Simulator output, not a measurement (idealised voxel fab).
Proc. module: voxel ribs on slabs
Displayed cross-section: cut, width of 185 nm, square cells sized 5 nm.
Cross-section, as written here: a square-cell grid given band by band from the top down, where a band holds one or more rows of cells. The band entry comprises the height of the band's top followed by the height of its bottom, expressed in nm, and subsequently the band's materials from left to right, each stated together with its width in nm. Where a single material is marked with the word "throughout", that material fills the band from edge to edge. The word "empty" represents empty space. It should be noted that heights are counted from 0, beneath which the wafer as supplied is of one material throughout, and that the lowest band possesses no lower boundary but continues downward, as written in "0 nm and below". Note: "30..40" means the width goes from the first number (top row of the band) to the second number (bottom row) in equal steps per row of cells. Any step labelled "remained unchanged" changed none of the cells in the cross-section. This entry, "Trapped cavities", enumerates those empty regions of no fewer than 8 cells that possess no open connection to the top. Each region is reported in the form width x height at distance, the distance being taken from the left edge, with all three quantities expressed in nm. On a step's line, text after the settings is the simulator commenting on that step. A step's line can hold "overlay nm"; with a mask on that step, the setting says how far right of the planned place the mask lay, while a negative setting says it lay to the left.
### List of planned process steps
1. op RECEIVE | material Si
2. op DIRECTIONAL_DEP | material SiO2 | thk nm 30
3. op DIRECTIONAL_DEP | material SiN | thk nm 20
4. op MASKED_ETCH | tone cover | mask id RIB | width nm 15 | etch materials SiN | depth nm 15 | overlay nm 0
5. op MASKED_ETCH | tone cover | mask id SLAB | width nm 65 | etch materials SiN | depth nm 5 | overlay nm 0
6. op FILL_DEP | material SiO2 | thk nm 20
7. op CMP | height nm 60
8. op DIRECTIONAL_DEP | material TiN | thk nm 10
9. op MASKED_ETCH | tone cover | mask id HEATER | width nm 25 | etch materials TiN | depth nm 10 | overlay nm 0
10. op CONFORMAL_DEP | material SiN | thk nm 5
Among the wafers covered here, the point of difference is the thk nm at step 10; their starting state is shared, and the plan presents the value of the first wafer.
### Cross-section of the first of several wafers on receipt, reflecting completion of step 1
    0 nm and below  Si throughout
    Trapped cavities: none
### The cross-section of the first of several wafers is given below for the end of the module, after its final step, step 10
    75 nm to 70 nm  75 nm empty / 35 nm SiN / 75 nm empty
    70 nm to 65 nm  75 nm empty / 5 nm SiN / 25 nm TiN / 5 nm SiN / 75 nm empty
    65 nm to 60 nm  80 nm SiN / 25 nm TiN / 80 nm SiN
    60 nm to 50 nm  SiO2 throughout
    50 nm to 35 nm  85 nm SiO2 / 15 nm SiN / 85 nm SiO2
    35 nm to 30 nm  60 nm SiO2 / 65 nm SiN / 60 nm SiO2
    30 nm to 0 nm  SiO2 throughout
    0 nm and below  Si throughout
    Trapped cavities: none
### Final wafer cross-section at module end
    90 nm to 80 nm  60 nm empty / 65 nm SiN / 60 nm empty
    80 nm to 70 nm  SiN throughout
    70 nm to 60 nm  80 nm SiN / 25 nm TiN / 80 nm SiN
    60 nm to 50 nm  SiO2 throughout
    50 nm to 35 nm  85 nm SiO2 / 15 nm SiN / 85 nm SiO2
    35 nm to 30 nm  60 nm SiO2 / 65 nm SiN / 60 nm SiO2
    30 nm to 0 nm  SiO2 throughout
    0 nm and below  Si throughout
    Trapped cavities: none
### The rows of the table below are wafers. Looking at the end of the module, a row counts, for every material, the cells the wafer has gained, shown as (+), or lost, shown as (-), since it was received; its closed voids come next
thk nm 5, +63 SiN, +422 SiO2, +10 TiN, Trapped cavities: none
thk nm 10, +104 SiN, +422 SiO2, +10 TiN, Trapped cavities: none
thk nm 15, +145 SiN, +422 SiO2, +10 TiN, Trapped cavities: none
thk nm 20, +186 SiN, +422 SiO2, +10 TiN, Trapped cavities: none
